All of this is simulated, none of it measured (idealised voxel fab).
Process module heading - voxel double patterning
Cross-section cut spans 265 nm and uses square cells 5 nm in size.
Square cells in a grid make up a cross-section in this document, and the grid is given as bands, listed from the top down, each one or more rows of cells. Quick guide to a band line: top height, bottom height (nm) up front; then every material left to right with its width in nm. Only one material and it's marked "full width"? Then it fills the band edge to edge. And "empty" just means empty space. Heads up on the height convention: 0 is the point under which the incoming wafer is all one material, and the lowest band has no bottom, it just keeps going down, like "0 down". Per-row width for "30..40": begins at first number (top row of band), ends at second number (bottom row), increment between rows held constant. Given "nothing got changed" for a step, no cell of the cross-section differs between before and after that step. "Voids lacking openings" contains a list of empty spaces, each no smaller than 8 cells and without an open way to the top, written in the form width x height at distance with the distance from the left edge and all three in nm. Post-settings text on a step line: simulator's own remark regarding the step. You can add "overlay nm" to a step's line. For a step with a mask, it describes how far the mask lay to the right of its planned position, and a negative number describes a lay to the left.
# Process steps - plan
| 1 | RECEIVE with material Si |
| 2 | CONFORMAL_DEP with material SiO2, thk nm 10 |
| 3 | DIRECTIONAL_DEP with material W, thk nm 15 |
| 4 | DIRECTIONAL_DEP with material SiCN, thk nm 10 |
| 5 | MASKED_ETCH with tone open, mask id FIRST, width nm 15, pitch nm 50, etch materials SiCN, depth nm 10, overlay nm 0 |
| 6 | PATTERN with tone open, mask id SECOND, material resist, width nm 15, thk nm 15, overlay nm 0 |
| 7 | DIRECTIONAL_ETCH with etch materials SiCN, depth nm 10 |
| 8 | STRIP with etch materials resist |
| 9 | DIRECTIONAL_ETCH with etch materials W, depth nm 15 |
| 10 | STRIP with etch materials SiCN |
# Wafer at receipt (post step 1), cross-section
> 0 down: Si full width
> Voids lacking openings: none
# Cross-sectional view of the first of the two wafers upon completion of the module, processed in accordance with the plan
> 25 to 10: 100 W, 15 empty, 10 W, 15 empty, 10 W, 15 empty, 100 W
> 10 to 0: SiO2 full width
> 0 down: Si full width
> Voids lacking openings: none
# Same start, same plan as the first wafer - but one mistake in the run. Cross-section of the second of the two at the end of the module
> 25 to 15: SiO2 full width
> 15 to 0: W full width
> 0 down: Si full width
> Voids lacking openings: none
It is concluded that the wafer was processed incorrectly with respect to the plan, in that steps 2 and 3 run out of order (swapped)
FYI, end of process, the second wafer has more or fewer cells of some materials than the first: W +27
